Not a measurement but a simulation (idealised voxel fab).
Process module name: voxel plated lines
In the cross-section labelled cut, the width is 290 nm and each square cell is 5 nm.
Cross-section spec: square-cell grid; bands listed top down; each band is one or more rows. What a band's entry tells you: where the top is and where the bottom is, as heights in nm, and after that what lies inside, material by material from left to right, each with its width in nm. Empty space is written as the word "air", and a single material marked with the word "throughout" occupies the band from edge to edge. Ref level 0: as-received wafer is one material below here. Bottom band extends down with no lower bound ("top 0, no bottom"). The width entry "30..40" should be interpreted row by row: the top row of cells in the band takes the first number, the bottom row takes the second number, and the change between adjacent rows is uniform throughout. You'll sometimes find "nothing changed" written for a step, and that's the way of saying that nowhere in the cross-section did a cell change during that step. Entry "Closed void entries" = empty spaces >= 8 cells with no open way to the top; each as width x height at distance, distance from left edge, all nm. It should be noted that, on the line of a given step, the content following the step's settings is a remark produced by the simulator itself with respect to that step. Regarding "overlay nm": on a step with a mask, it is the distance the mask lay to the right of its planned place; a negative value places it to the left.
The process steps that were planned are listed below
step 1: RECEIVE,material Si
step 2: CONFORMAL_DEP,material Al2O3,thk nm 10
step 3: DIRECTIONAL_DEP,material TiN,thk nm 5
step 4: PATTERN,tone open,mask id LINES,material resist,width nm 20,pitch nm 35,thk nm 35,overlay nm 0
step 5: EPI,material Ru,thk nm 5
step 6: EPI,material Ru,thk nm 5
step 7: EPI,material Ru,thk nm 10
step 8: STRIP,etch materials resist
step 9: DIRECTIONAL_ETCH,etch materials TiN,depth nm 5
step 10: CONFORMAL_DEP,material SiCN,thk nm 5
Here's what the wafer looked like in cross-section when it arrived - that's after step 1
* top 0, no bottom | Si throughout
* Closed void entries: none
First wafer of two, sectioned at end of module; run went per plan
* top 40, bottom 35 | air: 75 | SiCN: 30 | air: 5 | SiCN: 30 | air: 5 | SiCN: 30 | air: 5 | SiCN: 30 | air: 80
* top 35, bottom 15 | air: 75 | SiCN: 5 | Ru: 20 | SiCN: 5 | air: 5 | SiCN: 5 | Ru: 20 | SiCN: 5 | air: 5 | SiCN: 5 | Ru: 20 | SiCN: 5 | air: 5 | SiCN: 5 | Ru: 20 | SiCN: 5 | air: 80
* top 15, bottom 10 | SiCN: 80 | TiN: 20 | SiCN: 15 | TiN: 20 | SiCN: 15 | TiN: 20 | SiCN: 15 | TiN: 20 | SiCN: 85
* top 10, bottom 0 | Al2O3 throughout
* top 0, no bottom | Si throughout
* Closed void entries: none
Cross-section of the latter of the two wafers at module completion. It had an identical start and an identical plan to the former; in running it, one mistake was made
* top 50, bottom 45 | air: 75 | SiCN: 30 | air: 5 | SiCN: 30 | air: 5 | SiCN: 30 | air: 5 | SiCN: 30 | air: 80
* top 45, bottom 15 | air: 75 | SiCN: 5 | Ru: 20 | SiCN: 5 | air: 5 | SiCN: 5 | Ru: 20 | SiCN: 5 | air: 5 | SiCN: 5 | Ru: 20 | SiCN: 5 | air: 5 | SiCN: 5 | Ru: 20 | SiCN: 5 | air: 80
* top 15, bottom 10 | SiCN: 80 | TiN: 20 | SiCN: 15 | TiN: 20 | SiCN: 15 | TiN: 20 | SiCN: 15 | TiN: 20 | SiCN: 85
* top 10, bottom 0 | Al2O3 throughout
* top 0, no bottom | Si throughout
* Closed void entries: none
In executing the process, a mistake was made relative to the plan: regarding the plan, step 7 was run twice
Final wafer comparison in cells, second versus first, more or fewer per material: Ru +32; SiCN +16
